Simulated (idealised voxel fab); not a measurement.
Documented hereafter: the process module known as voxel capacitor over wiring.
Displayed cross-section: cut, width of 180 nm, square cells sized 5 nm.
A cross-section in this document is a grid of square cells, and it is written down as bands, the top band listed before the ones below it; a band is made up of one or more rows of cells. Within each band entry, the heights of the top and of the bottom of the band appear first, in that order and in nm; the materials of the band then follow from left to right, each with its corresponding width in nm. The designation "everywhere" on a single material indicates that it fills the band from edge to edge; the designation "blank" indicates empty space. Heights are expressed relative to 0, this being the level below which the as-received wafer comprises one material exclusively. The lowest band is unbounded in the downward direction and is denoted as in "0 -> down". The width entry "30->40" should be interpreted row by row: the top row of cells in the band takes the first number, the bottom row takes the second number, and the change between adjacent rows is uniform throughout. Given "nothing altered" for a step, no cell of the cross-section differs between before and after that step. The entry "Closed voids list" lists the empty spaces that cover at least 8 cells and have no open path to the top. Each is written as width x height at distance, where the distance is measured from the left edge and all three values are in nm. Read whatever lies past the settings on a step's line as the simulator's own remark about the step. A step's line can hold "overlay nm"; with a mask on that step, the setting says how far right of the planned place the mask lay, while a negative setting says it lay to the left.

# Process steps foreseen in the plan
1: RECEIVE | material Si
2: CONFORMAL_DEP | material SiO2 | thk nm 10
3: DIRECTIONAL_DEP | material TiN | thk nm 5
4: DIRECTIONAL_DEP | material W | thk nm 15
5: PATTERN | tone cover | mask id METAL_1 | material resist | width nm 25 | pitch nm 75 | thk nm 15 | overlay nm 0
6: DIRECTIONAL_ETCH | etch materials W | depth nm 15
7: DIRECTIONAL_ETCH | etch materials TiN | depth nm 5
8: STRIP | etch materials resist
9: FILL_DEP | material lowk | thk nm 5
10: CMP | height nm 30
11: CONFORMAL_DEP | material SiCN | thk nm 5
12: DIRECTIONAL_DEP | material lowk | thk nm 20
13: PATTERN | tone open | mask id PLUG_1 | material resist | width nm 15 | thk nm 15 | overlay nm 0
14: DIRECTIONAL_ETCH | etch materials lowk | depth nm 20
15: DIRECTIONAL_ETCH | etch materials SiCN | depth nm 5
16: STRIP | etch materials resist
17: EPI | material Ru | thk nm 10
18: EPI | material Ru | thk nm 10
19: EPI | material Ru | thk nm 5
20: DIRECTIONAL_DEP | material TiN | thk nm 10
21: DIRECTIONAL_DEP | material Al2O3 | thk nm 5
22: DIRECTIONAL_DEP | material TiN | thk nm 5
23: DIRECTIONAL_DEP | material aC | thk nm 15
24: PATTERN | tone cover | mask id UPPER_PLATE | material resist | width nm 55 | thk nm 35 | overlay nm 0
25: DIRECTIONAL_ETCH | etch materials aC | depth nm 15
26: STRIP | etch materials resist
27: DIRECTIONAL_ETCH | etch materials TiN | depth nm 5
28: DIRECTIONAL_ETCH | etch materials Al2O3 | depth nm 5
29: STRIP | etch materials aC
30: PATTERN | tone cover | mask id LOWER_PLATE | material resist | width nm 65 | thk nm 20 | overlay nm 0
31: DIRECTIONAL_ETCH | etch materials TiN | depth nm 10
32: STRIP | etch materials resist
33: FILL_DEP | material SiO2 | thk nm 20
34: CMP | height nm 90
35: PATTERN | tone open | mask id PLUG_2 | material resist | width nm 15 | thk nm 20 | overlay nm 0
36: DIRECTIONAL_ETCH | etch materials SiO2 | depth nm 15
37: STRIP | etch materials resist
38: CONFORMAL_DEP | material TiN | thk nm 5
39: FILL_DEP | material W | thk nm 10
40: CMP | height nm 90
41: CONFORMAL_DEP | material SiN | thk nm 5

# Incoming wafer in cross-section (state: after step 1)
* 0 -> down: Si everywhere
* Closed voids list: none

# As-planned run: cross-section of the first of two wafers at end of module
* 95 -> 90: SiN everywhere
* 90 -> 80: SiO2: 60 | TiN: 5 | W: 5 | TiN: 5 | SiO2: 105
* 80 -> 70: SiO2: 60->50 | TiN: 15->55 | SiO2: 105->75
* 70 -> 65: SiO2: 50 | Al2O3: 55 | SiO2: 75
* 65 -> 55: SiO2: 45 | TiN: 65 | SiO2: 70
* 55 -> 35: lowk: 50 | Ru: 15 | lowk: 115
* 35 -> 30: SiCN: 50 | Ru: 15 | SiCN: 115
* 30 -> 15: lowk: 40 | W: 25 | lowk: 50 | W: 25 | lowk: 40
* 15 -> 10: lowk: 40 | TiN: 25 | lowk: 50 | TiN: 25 | lowk: 40
* 10 -> 0: SiO2 everywhere
* 0 -> down: Si everywhere
* Closed voids list: none

# Cross-sectional image of the second wafer of the two following completion of the module. Starting state and process plan were the same as for the first wafer; one execution error occurred
* 95 -> 90: SiN everywhere
* 90 -> 80: SiO2: 60 | TiN: 5 | W: 5 | TiN: 5 | SiO2: 105
* 80 -> 70: SiO2: 60->65 | TiN: 15->40 | SiO2: 105->75
* 70 -> 65: SiO2: 65 | Al2O3: 40 | SiO2: 75
* 65 -> 55: SiO2: 45 | TiN: 5 | SiO2: 15 | TiN: 45 | SiO2: 70
* 55 -> 50: lowk: 50 | SiO2: 15 | lowk: 115
* 50 -> 45: lowk: 50 | TiN: 15 | lowk: 115
* 45 -> 40: lowk: 50 | Al2O3: 15 | lowk: 115
* 40 -> 35: lowk: 50 | TiN: 15 | lowk: 115
* 35 -> 30: SiCN: 50 | TiN: 15 | SiCN: 115
* 30 -> 25: lowk everywhere
* 25 -> 10: lowk: 40 | W: 25 | lowk: 50 | W: 25 | lowk: 40
* 10 -> 0: SiO2 everywhere
* 0 -> down: Si everywhere
* Closed voids list: none
It is concluded that the wafer was processed incorrectly with respect to the plan, in that step 3 of the plan: omitted, not performed
Wafer comparison, final, in cells, second relative to first, materials more or fewer: Ru -15 | SiO2 +15 | TiN -10 | lowk +10
